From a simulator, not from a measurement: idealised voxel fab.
The following is a process module called voxel wiring stack.
In the cross-section labelled cut, the width is 205 nm and each square cell is 5 nm.
Cross-sections here: square-cell grids, written as top-down lists of bands, a band being one or more rows of cells. Each band's line starts with the height of the band's top and of its bottom, in nm. Then come its materials from left to right, each with its width in nm. One material with "throughout" fills the band from edge to edge. "blank" is empty space. It should be noted that heights are counted from 0, beneath which the wafer as supplied is of one material throughout, and that the lowest band possesses no lower boundary but continues downward, as written in "0 -> down". Per-row width for "30 to 40": begins at first number (top row of band), ends at second number (bottom row), increment between rows held constant. Basically "no alteration" means that step didn't change any cell in the cross-section. "Enclosed void listing" contains a list of empty spaces, each no smaller than 8 cells and without an open way to the top, written in the form width x height at distance with the distance from the left edge and all three in nm. It should be noted that, on the line of a given step, the content following the step's settings is a remark produced by the simulator itself with respect to that step. "overlay nm", when on a step's line for a step with a mask, measures how far to the right of its planned place the mask lay; a negative measure means to the left.
### Set out below are the planned steps of the process
- 1: RECEIVE,material Si
- 2: CONFORMAL_DEP,material SiO2,thk nm 10
- 3: DIRECTIONAL_DEP,material TiN,thk nm 5
- 4: DIRECTIONAL_DEP,material Ru,thk nm 15
- 5: MASKED_ETCH,tone cover,mask id METAL_1,width nm 25,pitch nm 45,etch materials Ru,depth nm 15,overlay nm 0
- 6: MASKED_ETCH,tone cover,mask id METAL_1,width nm 25,pitch nm 45,etch materials TiN,depth nm 5,overlay nm 0
- 7: FILL_DEP,material lowk,thk nm 5
- 8: CMP,height nm 30
- 9: CONFORMAL_DEP,material SiCN,thk nm 5
- 10: DIRECTIONAL_DEP,material lowk,thk nm 35
- 11: DIRECTIONAL_DEP,material aC,thk nm 15
- 12: PATTERN,tone open,mask id METAL_2_HOLES,material resist,width nm 15,pitch nm 45,thk nm 30,overlay nm 0
- 13: DIRECTIONAL_ETCH,etch materials aC,depth nm 15
- 14: STRIP,etch materials resist
- 15: DIRECTIONAL_ETCH,etch materials lowk,depth nm 35
- 16: STRIP,etch materials aC
- 17: PATTERN,tone open,mask id METAL_2,material resist,width nm 25,pitch nm 45,thk nm 20,overlay nm 0
- 18: DIRECTIONAL_ETCH,etch materials lowk,depth nm 20
- 19: DIRECTIONAL_ETCH,etch materials SiCN,depth nm 5
- 20: STRIP,etch materials resist
- 21: CONFORMAL_DEP,material TiN,thk nm 5
- 22: FILL_DEP,material Cu,thk nm 5
- 23: CMP,height nm 70
- 24: CONFORMAL_DEP,material SiCN,thk nm 5
- 25: DIRECTIONAL_DEP,material lowk,thk nm 20
- 26: PATTERN,tone open,mask id PLUG_2,material resist,width nm 15,pitch nm 90,thk nm 15,overlay nm -5
- 27: DIRECTIONAL_ETCH,etch materials lowk,depth nm 20
- 28: DIRECTIONAL_ETCH,etch materials SiCN,depth nm 5
- 29: STRIP,etch materials resist
- 30: CONFORMAL_DEP,material TiN,thk nm 5
- 31: FILL_DEP,material W,thk nm 10
- 32: CMP,height nm 95
- 33: DIRECTIONAL_DEP,material TiN,thk nm 5
- 34: DIRECTIONAL_DEP,material W,thk nm 15
- 35: MASKED_ETCH,tone cover,mask id METAL_3,width nm 25,pitch nm 45,etch materials W,depth nm 15,overlay nm 0
- 36: MASKED_ETCH,tone cover,mask id METAL_3,width nm 25,pitch nm 45,etch materials TiN,depth nm 5,overlay nm 0
- 37: CONFORMAL_DEP,material SiN,thk nm 5
- 38: FILL_DEP,material SiO2,thk nm 5
- 39: CMP,height nm 115
- 40: CONFORMAL_DEP,material SiCN,thk nm 5
The wafers in this document start out alike and differ in the overlay nm applied at step 26; the plan shows the value used for the first wafer.
### The first of several wafers as received, shown in cross-section; this is its state after step 1
* 0 -> down: Si throughout
* Enclosed void listing: none
### Quick look at the cross-section of the first of several wafers after step 40, which wraps up the module
* 120 -> 115: SiCN throughout
* 115 -> 100: 15 SiO2 | 5 SiN | 25 W | 5 SiN | 10 SiO2 | 5 SiN | 25 W | 5 SiN | 10 SiO2 | 5 SiN | 25 W | 5 SiN | 10 SiO2 | 5 SiN | 25 W | 5 SiN | 20 SiO2
* 100 -> 95: 20 SiN | 25 TiN | 20 SiN | 25 TiN | 20 SiN | 25 TiN | 20 SiN | 25 TiN | 25 SiN
* 95 -> 75: 15 lowk | 5 TiN | 5 W | 5 TiN | 75 lowk | 5 TiN | 5 W | 5 TiN | 85 lowk
* 75 -> 70: 15 SiCN | 15 TiN | 75 SiCN | 15 TiN | 85 SiCN
* 70 -> 55: 20 lowk | 5 TiN | 15 Cu | 5 TiN | 20 lowk | 5 TiN | 15 Cu | 5 TiN | 20 lowk | 5 TiN | 15 Cu | 5 TiN | 20 lowk | 5 TiN | 15 Cu | 5 TiN | 25 lowk
* 55 -> 50: 20 lowk | 5 TiN | 5 Cu | 15 TiN | 20 lowk | 5 TiN | 5 Cu | 15 TiN | 20 lowk | 5 TiN | 5 Cu | 15 TiN | 20 lowk | 5 TiN | 5 Cu | 15 TiN | 25 lowk
* 50 -> 35: 20 lowk | 5 TiN | 5 Cu | 5 TiN | 30 lowk | 5 TiN | 5 Cu | 5 TiN | 30 lowk | 5 TiN | 5 Cu | 5 TiN | 30 lowk | 5 TiN | 5 Cu | 5 TiN | 35 lowk
* 35 -> 30: 20 SiCN | 15 TiN | 30 SiCN | 15 TiN | 30 SiCN | 15 TiN | 30 SiCN | 15 TiN | 35 SiCN
* 30 -> 15: 20 lowk | 25 Ru | 20 lowk | 25 Ru | 20 lowk | 25 Ru | 20 lowk | 25 Ru | 25 lowk
* 15 -> 10: 20 lowk | 25 TiN | 20 lowk | 25 TiN | 20 lowk | 25 TiN | 20 lowk | 25 TiN | 25 lowk
* 10 -> 0: SiO2 throughout
* 0 -> down: Si throughout
* Enclosed void listing: none
### At the end of the module, the last of several wafers in cross-section
* 120 -> 115: SiCN throughout
* 115 -> 100: 15 SiO2 | 5 SiN | 25 W | 5 SiN | 10 SiO2 | 5 SiN | 25 W | 5 SiN | 10 SiO2 | 5 SiN | 25 W | 5 SiN | 10 SiO2 | 5 SiN | 25 W | 5 SiN | 20 SiO2
* 100 -> 95: 20 SiN | 25 TiN | 20 SiN | 25 TiN | 20 SiN | 25 TiN | 20 SiN | 25 TiN | 25 SiN
* 95 -> 75: 35 lowk | 5 TiN | 5 W | 5 TiN | 75 lowk | 5 TiN | 5 W | 5 TiN | 65 lowk
* 75 -> 70: 35 SiCN | 15 TiN | 75 SiCN | 15 TiN | 65 SiCN
* 70 -> 55: 20 lowk | 5 TiN | 15 Cu | 5 TiN | 20 lowk | 5 TiN | 15 Cu | 5 TiN | 20 lowk | 5 TiN | 15 Cu | 5 TiN | 20 lowk | 5 TiN | 15 Cu | 5 TiN | 25 lowk
* 55 -> 50: 20 lowk | 5 TiN | 5 Cu | 15 TiN | 20 lowk | 5 TiN | 5 Cu | 15 TiN | 20 lowk | 5 TiN | 5 Cu | 15 TiN | 20 lowk | 5 TiN | 5 Cu | 15 TiN | 25 lowk
* 50 -> 35: 20 lowk | 5 TiN | 5 Cu | 5 TiN | 30 lowk | 5 TiN | 5 Cu | 5 TiN | 30 lowk | 5 TiN | 5 Cu | 5 TiN | 30 lowk | 5 TiN | 5 Cu | 5 TiN | 35 lowk
* 35 -> 30: 20 SiCN | 15 TiN | 30 SiCN | 15 TiN | 30 SiCN | 15 TiN | 30 SiCN | 15 TiN | 35 SiCN
* 30 -> 15: 20 lowk | 25 Ru | 20 lowk | 25 Ru | 20 lowk | 25 Ru | 20 lowk | 25 Ru | 25 lowk
* 15 -> 10: 20 lowk | 25 TiN | 20 lowk | 25 TiN | 20 lowk | 25 TiN | 20 lowk | 25 TiN | 25 lowk
* 10 -> 0: SiO2 throughout
* 0 -> down: Si throughout
* Enclosed void listing: none
### wafer rows; end of module; cells per material since receipt: (+) gained, (-) lost; then closed voids
overlay nm -5, +52 Cu, +60 Ru, +105 SiCN, +45 SiN, +121 SiO2, +138 TiN, +68 W, +395 lowk, Enclosed void listing: none
overlay nm 0, +52 Cu, +60 Ru, +105 SiCN, +45 SiN, +121 SiO2, +138 TiN, +68 W, +395 lowk, Enclosed void listing: none
overlay nm 5, +52 Cu, +60 Ru, +105 SiCN, +45 SiN, +121 SiO2, +138 TiN, +68 W, +395 lowk, Enclosed void listing: none
overlay nm 10, +52 Cu, +60 Ru, +105 SiCN, +45 SiN, +121 SiO2, +138 TiN, +68 W, +395 lowk, Enclosed void listing: none
overlay nm 15, +52 Cu, +60 Ru, +105 SiCN, +45 SiN, +121 SiO2, +138 TiN, +68 W, +395 lowk, Enclosed void listing: none
